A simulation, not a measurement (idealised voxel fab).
process module | voxel quadruple lines
cross-section cut | 200 nm wide | cells 5 nm
A cross-section is a grid of square cells, given in bands from the top down. A band is one or more rows of cells.
Each band's line starts with the height of the band's top and of its bottom, in nm. Then come its materials from left to right, each with its width in nm. One material with "throughout" fills the band from edge to edge. "air" is empty space.
Height 0 is the level under which the wafer as received is all one material. The lowest band goes on downwards, as in "0 down".
A width such as "30 to 40" changes by the same amount from each row of cells to the next, from the band's top row to its bottom row.
"no change" after a step means that no cell of the cross-section changed.
closed voids: empty space of 8 cells or more with no open way to the top, each as width x height at its distance from the left edge, in nm
after a step's settings: what the simulator itself notes on the step
overlay nm, on a step with a mask: how far to the right of its planned place the mask lay; to the left if negative
plan
1 op RECEIVE | material Si
2 op CONFORMAL_DEP | material Al2O3 | thk nm 5
3 op DIRECTIONAL_DEP | material Ru | thk nm 10
4 op DIRECTIONAL_DEP | material polySi | thk nm 20
5 op DIRECTIONAL_DEP | material aC | thk nm 20
6 op PATTERN | tone cover | mask id MANDREL | material resist | width nm 20 | pitch nm 60 | thk nm 30 | overlay nm 0
7 op DIRECTIONAL_ETCH | etch materials aC | depth nm 20
8 op STRIP | etch materials resist
9 op CONFORMAL_DEP | material SiO2 | thk nm 10
10 op DIRECTIONAL_ETCH | etch materials SiO2 | depth nm 10
11 op STRIP | etch materials aC
12 op DIRECTIONAL_ETCH | etch materials polySi | depth nm 20
13 op STRIP | etch materials SiO2
14 op CONFORMAL_DEP | material SiN | thk nm 5
15 op DIRECTIONAL_ETCH | etch materials SiN | depth nm 5
16 op STRIP | etch materials polySi
17 op DIRECTIONAL_ETCH | etch materials Ru | depth nm 10
18 op STRIP | etch materials SiN
19 op FILL_DEP | material SiO2 | thk nm 10
20 op CMP | height nm 15
as received, after step 1
  0 down: Si throughout
  closed voids: none
a wafer at the end: this start, this plan, one mistake
  15 to 5: SiO2 55 | Ru 5 | SiO2 20 | Ru 5 | SiO2 30 | Ru 5 | SiO2 20 | Ru 5 | SiO2 55
  5 to 0: Al2O3 throughout
  0 down: Si throughout
  closed voids: none
what went wrong: step 6 ran as: op PATTERN | tone open | mask id MANDREL | material resist | width nm 20 | pitch nm 60 | thk nm 30 | overlay nm 0
